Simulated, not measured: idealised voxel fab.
Herein follows the process module entitled voxel transistor to metal.
Section shown: cut. Width: 200 nm. Cell size: 5 nm, square.
Cross-section, as written here: a square-cell grid given band by band from the top down, where a band holds one or more rows of cells.
The entry gives the band's vertical extent as a top height and a bottom height in nm, then its horizontal make-up as materials from left to right, each with a width in nm. "blank" stands for empty space; a single material marked "throughout" fills the band edge to edge.
Basically, 0 is our baseline, since under it the wafer straight out of the box is all one material. The bottom band has no lower end and keeps on going down, so it looks like "0 nm and below".
Width: "30->40" (first number = top row, second number = bottom row, same change from row to row of cells).
The cross-section has no changed cell in any step marked "remained unchanged".
"Enclosed void inventory" enumerates empty spaces isolated from the top, with no open way to it, that contain at least 8 cells, giving each as width x height at distance from the left edge, all three in nm.
Read whatever lies past the settings on a step's line as the simulator's own remark about the step.
overlay nm: mask right of planned place by this much (step with mask). Neg. = left.
**Below is the list of planned process steps**
- 1: RECEIVE [material Si]
- 2: CONFORMAL_DEP [material SiO2] [thk nm 5]
- 3: CONFORMAL_DEP [material SiN] [thk nm 10]
- 4: MASKED_ETCH [tone cover] [mask id ACTIVE] [width nm 135] [etch materials SiN] [depth nm 10] [overlay nm 0]
- 5: MASKED_ETCH [tone cover] [mask id ACTIVE] [width nm 135] [etch materials SiO2] [depth nm 5] [overlay nm 0]
- 6: MASKED_ETCH [tone cover] [mask id ACTIVE] [width nm 135] [etch materials Si] [depth nm 35] [overlay nm 0]
- 7: OXIDIZE [depth nm 5]
- 8: FILL_DEP [material SiO2] [thk nm 10]
- 9: CMP [height nm 15]
- 10: SELECTIVE_ETCH [etch materials SiO2] [depth nm 5]
- 11: STRIP [etch materials SiN]
- 12: SELECTIVE_ETCH [etch materials SiO2] [depth nm 5]
- 13: OXIDIZE [depth nm 5]
- 14: DIRECTIONAL_DEP [material polySi] [thk nm 30]
- 15: DIRECTIONAL_DEP [material SiCN] [thk nm 15]
- 16: DIRECTIONAL_DEP [material aC] [thk nm 15]
- 17: PATTERN [tone cover] [mask id GATE] [material resist] [width nm 35] [thk nm 35] [overlay nm 0]
- 18: DIRECTIONAL_ETCH [etch materials aC] [depth nm 15]
- 19: STRIP [etch materials resist]
- 20: DIRECTIONAL_ETCH [etch materials SiCN] [depth nm 25]
- 21: DIRECTIONAL_ETCH [etch materials polySi] [depth nm 40]
- 22: STRIP [etch materials aC]
- 23: CONFORMAL_DEP [material SiO2] [thk nm 5]
- 24: DIRECTIONAL_ETCH [etch materials SiO2] [depth nm 5]
- 25: CONFORMAL_DEP [material SiN] [thk nm 10]
- 26: DIRECTIONAL_ETCH [etch materials SiN] [depth nm 10]
- 27: DIRECTIONAL_ETCH [etch materials SiO2] [depth nm 5]
- 28: DIRECTIONAL_ETCH [etch materials Si] [depth nm 5]
- 29: EPI [material pSi] [thk nm 5]
- 30: FILL_DEP [material SiO2] [thk nm 5]
- 31: CMP [height nm 30]
- 32: STRIP [etch materials polySi]
- 33: SELECTIVE_ETCH [etch materials SiO2] [depth nm 5]
- 34: CONFORMAL_DEP [material HfO2] [thk nm 5]
- 35: CONFORMAL_DEP [material TiN] [thk nm 5]
- 36: FILL_DEP [material W] [thk nm 5]
- 37: CMP [height nm 25]
- 38: DIRECTIONAL_DEP [material SiO2] [thk nm 10]
- 39: PATTERN [tone open] [mask id CONTACT] [material resist] [width nm 20] [pitch nm 95] [thk nm 15] [overlay nm 0]
- 40: DIRECTIONAL_ETCH [etch materials SiO2] [depth nm 40]
- 41: STRIP [etch materials resist]
- 42: CONFORMAL_DEP [material TiN] [thk nm 5]
- 43: FILL_DEP [material W] [thk nm 10]
- 44: CMP [height nm 35]
- 45: DIRECTIONAL_DEP [material TiN] [thk nm 5]
- 46: DIRECTIONAL_DEP [material Ru] [thk nm 15]
- 47: MASKED_ETCH [tone cover] [mask id METAL_1] [width nm 20] [pitch nm 95] [etch materials Ru] [depth nm 15] [overlay nm 0]
- 48: MASKED_ETCH [tone cover] [mask id METAL_1] [width nm 20] [pitch nm 95] [etch materials TiN] [depth nm 5] [overlay nm 0]
- 49: CONFORMAL_DEP [material SiN] [thk nm 5]
- 50: FILL_DEP [material lowk] [thk nm 5]
- 51: CMP [height nm 55]
- 52: CONFORMAL_DEP [material SiCN] [thk nm 5]
The wafers in this document start out alike and differ in the thk nm applied at step 52; the plan shows the value used for the first wafer.
**Step 1 complete: as-received cross-section of the first of several wafers**
  0 nm and below | Si throughout
  Enclosed void inventory: none
**each wafer at the end: cells of each material gained (+) or lost (-) since it was received, then its closed voids**
thk nm 5; +19 HfO2; +24 Ru; -155 Si; +40 SiCN; +68 SiN; +281 SiO2; +59 TiN; +46 W; +84 lowk; +14 pSi; Enclosed void inventory: none
thk nm 10; +19 HfO2; +24 Ru; -155 Si; +80 SiCN; +68 SiN; +281 SiO2; +59 TiN; +46 W; +84 lowk; +14 pSi; Enclosed void inventory: none
thk nm 15; +19 HfO2; +24 Ru; -155 Si; +120 SiCN; +68 SiN; +281 SiO2; +59 TiN; +46 W; +84 lowk; +14 pSi; Enclosed void inventory: none
thk nm 20; +19 HfO2; +24 Ru; -155 Si; +160 SiCN; +68 SiN; +281 SiO2; +59 TiN; +46 W; +84 lowk; +14 pSi; Enclosed void inventory: none
